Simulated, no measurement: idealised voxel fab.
This section sets out a process module, namely voxel gate over fins.
Each square cell in cross-section cut measures 5 nm, and the section as a whole is 150 nm wide.
In what follows, cross-sections appear as grids of square cells, described through bands that run from the top down, where every band is one or more rows of cells. Basically the band line says how high the top is and how high the bottom is, in nm, and then what's in it from left to right, every material with its width in nm. Empty space shows up as "blank", and if a single material carries "everywhere" it runs the full band edge to edge. Ref level 0: as-received wafer is one material below here. Bottom band extends down with no lower bound ("z 0 and below"). Width: "30 to 40" (first number = top row, second number = bottom row, same change from row to row of cells). "everything unchanged" means the step left every cell of the cross-section as it was. For the entry "closed voids", the listed items are empty spaces with no open way to the top whose size is 8 cells or more; each item follows the pattern width x height at distance, where distance is from the left edge and all three are in nm. Post-settings text on a step line: simulator's own remark regarding the step. If you see "overlay nm" on a step's line and that step has a mask, it's telling you how far right of where it was planned the mask ended up; a negative number means it went left instead.

# Process steps - plan
| 1 | RECEIVE, material Si |
| 2 | CONFORMAL_DEP, material SiN, thk nm 5 |
| 3 | DIRECTIONAL_DEP, material aC, thk nm 10 |
| 4 | PATTERN, tone cover, mask id FINS, material resist, width nm 15, pitch nm 40, thk nm 25, overlay nm 0 |
| 5 | DIRECTIONAL_ETCH, etch materials aC, depth nm 10 |
| 6 | STRIP, etch materials resist |
| 7 | DIRECTIONAL_ETCH, etch materials SiN, depth nm 5 |
| 8 | DIRECTIONAL_ETCH, etch materials Si, depth nm 30 |
| 9 | STRIP, etch materials aC |
| 10 | FILL_DEP, material SiO2, thk nm 10 |
| 11 | CMP, height nm 5 |
| 12 | SELECTIVE_ETCH, etch materials SiO2, depth nm 15 |
| 13 | STRIP, etch materials SiN |
| 14 | CONFORMAL_DEP, material HfO2, thk nm 5 |
| 15 | CONFORMAL_DEP, material TiN, thk nm 5 |
| 16 | FILL_DEP, material W, thk nm 10 |
| 17 | CMP, height nm 15 |
| 18 | CONFORMAL_DEP, material SiN, thk nm 5 |

# Cross-sectional view of the wafer in its as-received condition, corresponding to the state after step 1
  z 0 and below | Si everywhere
  closed voids: none

# The following cross-section depicts the wafer upon conclusion of the module. Processing commenced from the starting condition illustrated above and adhered to the plan illustrated above, save for one mistake in execution
  z 20 to 15 | SiN everywhere
  z 15 to 10 | W everywhere
  z 10 to 5 | W (35); TiN (35); W (5); TiN (35); W (40)
  z 5 to 0 | W (35); TiN (5); HfO2 (25); TiN (5); W (5); TiN (5); HfO2 (25); TiN (5); W (40)
  z 0 to -5 | TiN (40); HfO2 (5); Si (15); HfO2 (5); TiN (15); HfO2 (5); Si (15); HfO2 (5); TiN (45)
  z -5 to -10 | HfO2 (45); Si (15); HfO2 (25); Si (15); HfO2 (50)
  z -10 to -60 | SiO2 (45); Si (15); SiO2 (25); Si (15); SiO2 (50)
  z -60 and below | Si everywhere
  closed voids: none
Misprocessing identified: step 8 of the plan saw execution twice
